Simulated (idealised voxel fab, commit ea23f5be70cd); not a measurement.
You're looking at the process module voxel ribs on slabs.
The figure presents cross-section cut, which has a width of 155 nm and is divided into square cells with an edge length of 5 nm.
In what follows, cross-sections appear as grids of square cells, described through bands that run from the top down, where every band is one or more rows of cells.
Band entry format. Leading values: height of top, height of bottom, nm. Remainder: materials in left-to-right order, each with its width in nm. Special words: "edge to edge" on a single material, which then fills the band edge to edge; "blank", empty space.
The level at which height equals 0 is the one under which the wafer, as it arrives, is entirely one material. No lower edge exists for the bottom band, which continues downward and is notated as in "0 nm and below".
A two-number width, for instance "30 to 40", indicates that the width is equal to the first number in the top row of the band and to the second number in the bottom row, and that it changes by a constant amount per row of cells.
For the purposes of this document, the phrase "nothing was modified" attached to a step denotes that no cell within the cross-section was modified by that step.
The entry titled "Fully sealed cavities" provides the empty spaces that have no open way to the top, restricted to those of 8 cells or more. Each is presented as width x height at distance, the distance being measured from the left edge, with all three in nm.
Where a step's line continues beyond its settings, the continuation is a remark by the simulator itself on that step.
The optional step-line setting "overlay nm" applies to steps with a mask and quantifies how far to the right of its planned location the mask lay, a negative value indicating leftward placement.
STEPS IN THE PROCESS PLAN
step 1: RECEIVE with material Si
step 2: DIRECTIONAL_DEP with material SiO2, thk nm 30
step 3: DIRECTIONAL_DEP with material polySi, thk nm 20
step 4: PATTERN with tone cover, mask id RIB, material resist, width nm 15, thk nm 15, overlay nm 0
step 5: DIRECTIONAL_ETCH with etch materials polySi, depth nm 10
step 6: STRIP with etch materials resist
step 7: DIRECTIONAL_DEP with material aC, thk nm 15
step 8: PATTERN with tone cover, mask id SLAB, material resist, width nm 75, thk nm 35, overlay nm 0
step 9: DIRECTIONAL_ETCH with etch materials aC, depth nm 15
step 10: STRIP with etch materials resist
step 11: DIRECTIONAL_ETCH with etch materials polySi, depth nm 10
step 12: STRIP with etch materials aC
step 13: FILL_DEP with material SiO2, thk nm 25
step 14: CMP with height nm 65
step 15: DIRECTIONAL_DEP with material W, thk nm 10
step 16: PATTERN with tone cover, mask id HEATER, material resist, width nm 25, thk nm 15, overlay nm 0
step 17: DIRECTIONAL_ETCH with etch materials W, depth nm 10
step 18: STRIP with etch materials resist
step 19: CONFORMAL_DEP with material SiO2, thk nm 5
RECEIVED-STATE CROSS-SECTION, REFLECTING COMPLETION OF STEP 1
	0 nm and below = Si edge to edge
	Fully sealed cavities: none
RUN AS PLANNED - FIRST OF THE TWO WAFERS CROSS-SECTIONED AT THE END OF THE MODULE
	80 nm to 75 nm = 60 nm blank  35 nm SiO2  60 nm blank
	75 nm to 70 nm = 60 nm blank  5 nm SiO2  25 nm W  5 nm SiO2  60 nm blank
	70 nm to 65 nm = 65 nm SiO2  25 nm W  65 nm SiO2
	65 nm to 50 nm = SiO2 edge to edge
	50 nm to 40 nm = 70 nm SiO2  15 nm polySi  70 nm SiO2
	40 nm to 30 nm = 40 nm SiO2  75 nm polySi  40 nm SiO2
	30 nm to 0 nm = SiO2 edge to edge
	0 nm and below = Si edge to edge
	Fully sealed cavities: none
THE SECOND WAFER, SHOWN IN CROSS-SECTION AFTER THE MODULE: STARTED THE SAME WAY AS THE FIRST AND GIVEN THE SAME PLAN, YET ONE MISTAKE CREPT INTO HOW IT WAS RUN
	80 nm to 75 nm = 60 nm blank  35 nm SiO2  60 nm blank
	75 nm to 70 nm = 60 nm blank  5 nm SiO2  25 nm W  5 nm SiO2  60 nm blank
	70 nm to 65 nm = 65 nm SiO2  25 nm W  65 nm SiO2
	65 nm to 60 nm = 70 nm SiO2  15 nm polySi  70 nm SiO2
	60 nm to 50 nm = 40 nm SiO2  75 nm polySi  40 nm SiO2
	50 nm to 30 nm = polySi edge to edge
	30 nm to 0 nm = SiO2 edge to edge
	0 nm and below = Si edge to edge
	Fully sealed cavities: none
So what did we get wrong on this run? yeah, plan step 3 got run twice
Per the end-of-run cell counts, the second wafer holds more or fewer of some materials than the first: -121 SiO2 | +121 polySi
